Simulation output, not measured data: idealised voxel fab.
process module | voxel wiring stack
cross-section cut | 240 nm wide | cells 5 nm
A cross-section is a grid of square cells, given in bands from the top down. A band is one or more rows of cells.
Each band's line starts with the height of the band's top and of its bottom, in nm. Then come its materials from left to right, each with its width in nm. One material with "throughout" fills the band from edge to edge. "air" is empty space.
Height 0 is the level under which the wafer as received is all one material. The lowest band goes on downwards, as in "0 down".
A width such as "30 to 40" changes by the same amount from each row of cells to the next, from the band's top row to its bottom row.
"no change" after a step means that no cell of the cross-section changed.
closed voids: empty space of 8 cells or more with no open way to the top, each as width x height at its distance from the left edge, in nm
after a step's settings: what the simulator itself notes on the step
overlay nm, on a step with a mask: how far to the right of its planned place the mask lay; to the left if negative
plan
1 op RECEIVE | material Si
2 op CONFORMAL_DEP | material SiO2 | thk nm 10
3 op DIRECTIONAL_DEP | material TiN | thk nm 5
4 op DIRECTIONAL_DEP | material W | thk nm 25
5 op MASKED_ETCH | tone cover | mask id METAL_1 | width nm 20 | pitch nm 40 | etch materials W | depth nm 25 | overlay nm 0
6 op MASKED_ETCH | tone cover | mask id METAL_1 | width nm 20 | pitch nm 40 | etch materials TiN | depth nm 5 | overlay nm 0
7 op FILL_DEP | material lowk | thk nm 5
8 op CMP | height nm 40
9 op CONFORMAL_DEP | material SiCN | thk nm 5
10 op DIRECTIONAL_DEP | material lowk | thk nm 10
11 op MASKED_ETCH | tone open | mask id PLUG_1 | width nm 15 | pitch nm 40 | etch materials lowk | depth nm 10 | overlay nm 0
12 op MASKED_ETCH | tone open | mask id PLUG_1 | width nm 15 | pitch nm 40 | etch materials SiCN | depth nm 5 | overlay nm 0
13 op EPI | material Ru | thk nm 10
14 op EPI | material Ru | thk nm 5
15 op CONFORMAL_DEP | material SiCN | thk nm 5
16 op DIRECTIONAL_DEP | material lowk | thk nm 15
17 op PATTERN | tone open | mask id METAL_2 | material resist | width nm 20 | pitch nm 40 | thk nm 15 | overlay nm 0
18 op DIRECTIONAL_ETCH | etch materials lowk | depth nm 15
19 op DIRECTIONAL_ETCH | etch materials SiCN | depth nm 5
20 op STRIP | etch materials resist
21 op CONFORMAL_DEP | material TiN | thk nm 5
22 op FILL_DEP | material Cu | thk nm 10
23 op CMP | height nm 75
24 op EPI | material Ru | thk nm 5
25 op FILL_DEP | material SiCN | thk nm 5
26 op DIRECTIONAL_DEP | material lowk | thk nm 20
27 op MASKED_ETCH | tone open | mask id PLUG_2 | width nm 15 | pitch nm 80 | etch materials lowk | depth nm 20 | overlay nm 0
28 op MASKED_ETCH | tone open | mask id PLUG_2 | width nm 15 | pitch nm 80 | etch materials SiCN | depth nm 5 | overlay nm 0
29 op EPI | material Ru | thk nm 10
30 op EPI | material Ru | thk nm 10
31 op EPI | material Ru | thk nm 5
32 op CONFORMAL_DEP | material SiCN | thk nm 5
33 op DIRECTIONAL_DEP | material lowk | thk nm 25
34 op PATTERN | tone open | mask id METAL_3 | material resist | width nm 20 | pitch nm 40 | thk nm 20 | overlay nm 0
35 op DIRECTIONAL_ETCH | etch materials lowk | depth nm 25
36 op DIRECTIONAL_ETCH | etch materials SiCN | depth nm 5
37 op STRIP | etch materials resist
38 op CONFORMAL_DEP | material TiN | thk nm 5
39 op FILL_DEP | material Ru | thk nm 10
40 op CMP | height nm 135
41 op CONFORMAL_DEP | material SiCN | thk nm 5
as received, after step 1
  0 down: Si throughout
  closed voids: none
a wafer at the end: this start, this plan, one mistake
  140 to 135: SiCN throughout
  135 to 130: lowk 50 | TiN 5 | Ru 10 | TiN 5 | lowk 20 | TiN 5 | Ru 10 | TiN 5 | lowk 20 | TiN 5 | Ru 10 | TiN 5 | lowk 20 | TiN 5 | Ru 10 | TiN 5 | lowk 50
  130 to 125: SiCN 50 | TiN 20 | SiCN 20 | TiN 20 | SiCN 20 | TiN 20 | SiCN 20 | TiN 20 | SiCN 50
  125 to 105: lowk 50 | SiCN 5 | TiN 5 | SiCN 5 | lowk 65 | SiCN 5 | TiN 5 | SiCN 5 | lowk 95
  105 to 85: lowk throughout
  85 to 80: SiCN throughout
  80 to 75: SiCN 45 | Ru 30 | SiCN 10 | Ru 30 | SiCN 10 | Ru 30 | SiCN 10 | Ru 30 | SiCN 45
  75 to 60: lowk 50 | TiN 5 | Cu 10 | TiN 5 | lowk 20 | TiN 5 | Cu 10 | TiN 5 | lowk 20 | TiN 5 | Cu 10 | TiN 5 | lowk 20 | TiN 5 | Cu 10 | TiN 5 | lowk 50
  60 to 55: SiCN 50 | TiN 20 | SiCN 20 | TiN 20 | SiCN 20 | TiN 20 | SiCN 20 | TiN 20 | SiCN 50
  55 to 45: lowk 50 | Ru 15 | lowk 25 | Ru 15 | lowk 25 | Ru 15 | lowk 25 | Ru 15 | lowk 55
  45 to 40: SiCN 50 | Ru 15 | SiCN 25 | Ru 15 | SiCN 25 | Ru 15 | SiCN 25 | Ru 15 | SiCN 55
  40 to 15: lowk 50 | W 20 | lowk 20 | W 20 | lowk 20 | W 20 | lowk 20 | W 20 | lowk 50
  15 to 10: lowk 50 | TiN 20 | lowk 20 | TiN 20 | lowk 20 | TiN 20 | lowk 20 | TiN 20 | lowk 50
  10 to 0: SiO2 throughout
  0 down: Si throughout
  closed voids: none
what went wrong: step 26 was run twice
